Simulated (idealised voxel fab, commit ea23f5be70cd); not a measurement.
The name of this process module is voxel self aligned vias.
The width of the displayed cross-section, cut, is 255 nm; its cells are square, with a size of 5 nm.
Cross-section, as written here: a square-cell grid given band by band from the top down, where a band holds one or more rows of cells.
For a band, the entry starts with two heights in nm, that of the top and then that of the bottom, and carries on with the band's materials in order from left to right, each alongside its width in nm; the word "throughout" beside a single material means it fills the band edge to edge, and "blank" means empty space.
Where do heights start? At 0: under that level the wafer as delivered is made of one material only. And the lowest band has no floor; it just carries on downward, as in "0 down".
With a width like "30 to 40", each row of cells in the band differs from the next by the same amount, the top row carrying the first number and the bottom row the second.
When a step is marked "remained unchanged", none of the cells in the cross-section changed during that step.
Heads up: "Closed void roster" only lists the empty pockets with no open path to the top that are 8 cells or more, and it writes them as width x height at distance, distance from the left edge, in nm.
Whatever follows a step's settings on its line is a remark the simulator itself makes about that step.
Among the settings permitted on a step's line is "overlay nm"; applied to a step with a mask, it specifies the extent to which the mask lay to the right of its planned position, whereas a negative figure signifies a position to the left.

**Intended process steps**
1,RECEIVE, material Si
2,CONFORMAL_DEP, material SiO2, thk nm 10
3,CONFORMAL_DEP, material SiCN, thk nm 5
4,DIRECTIONAL_DEP, material SiO2, thk nm 20
5,DIRECTIONAL_DEP, material aC, thk nm 15
6,PATTERN, tone open, mask id LINES, material resist, width nm 30, pitch nm 55, thk nm 35, overlay nm 0
7,DIRECTIONAL_ETCH, etch materials aC, depth nm 15
8,STRIP, etch materials resist
9,DIRECTIONAL_ETCH, etch materials SiO2, depth nm 20
10,STRIP, etch materials aC
11,CONFORMAL_DEP, material TiN, thk nm 5
12,FILL_DEP, material Ru, thk nm 5
13,CMP, height nm 35
14,SELECTIVE_ETCH, etch materials W Ru TiN, depth nm 5
15,FILL_DEP, material SiN, thk nm 10
16,CMP, height nm 35
17,DIRECTIONAL_DEP, material SiO2, thk nm 20
18,PATTERN, tone open, mask id VIAS, material resist, width nm 40, pitch nm 110, thk nm 20, overlay nm 0
19,DIRECTIONAL_ETCH, etch materials SiO2, depth nm 20
20,DIRECTIONAL_ETCH, etch materials SiN, depth nm 5
21,STRIP, etch materials resist
22,CONFORMAL_DEP, material TiN, thk nm 5
23,FILL_DEP, material W, thk nm 5
24,CMP, height nm 55
25,CONFORMAL_DEP, material SiCN, thk nm 5

**Cross-section of the incoming wafer, state after step 1**
	0 down: Si throughout
	Closed void roster: none

**First of two wafers: cross-section at end of module, run per plan**
	60 to 55: SiCN throughout
	55 to 40: SiO2 50 nm  TiN 5 nm  W 30 nm  TiN 5 nm  SiO2 70 nm  TiN 5 nm  W 30 nm  TiN 5 nm  SiO2 55 nm
	40 to 35: SiO2 50 nm  TiN 10 nm  W 20 nm  TiN 10 nm  SiO2 70 nm  TiN 10 nm  W 20 nm  TiN 10 nm  SiO2 55 nm
	35 to 30: SiO2 55 nm  TiN 30 nm  SiO2 25 nm  SiN 30 nm  SiO2 25 nm  TiN 30 nm  SiO2 60 nm
	30 to 20: SiO2 55 nm  TiN 5 nm  Ru 20 nm  TiN 5 nm  SiO2 25 nm  TiN 5 nm  Ru 20 nm  TiN 5 nm  SiO2 25 nm  TiN 5 nm  Ru 20 nm  TiN 5 nm  SiO2 60 nm
	20 to 15: SiO2 55 nm  TiN 30 nm  SiO2 25 nm  TiN 30 nm  SiO2 25 nm  TiN 30 nm  SiO2 60 nm
	15 to 10: SiCN throughout
	10 to 0: SiO2 throughout
	0 down: Si throughout
	Closed void roster: none

**Presented here is a cross-section of the second of the two wafers as it stood at the end of the module. It was started in the same manner and assigned the same plan as the first wafer; however, one mistake was made in its execution**
	60 to 55: SiCN throughout
	55 to 40: SiO2 50 nm  TiN 5 nm  W 30 nm  TiN 5 nm  SiO2 70 nm  TiN 5 nm  W 30 nm  TiN 5 nm  SiO2 55 nm
	40 to 35: SiO2 50 nm  TiN 40 nm  SiO2 70 nm  TiN 40 nm  SiO2 55 nm
	35 to 30: SiCN throughout
	30 to 0: SiO2 throughout
	0 down: Si throughout
	Closed void roster: none
Deviation noted in wafer processing: steps 3 and 4: order swapped relative to plan
Once processing is complete, comparing cell counts shows that the second wafer has more or fewer of certain materials than the first: -24 Ru | -6 SiN | +72 SiO2 | -34 TiN | -8 W
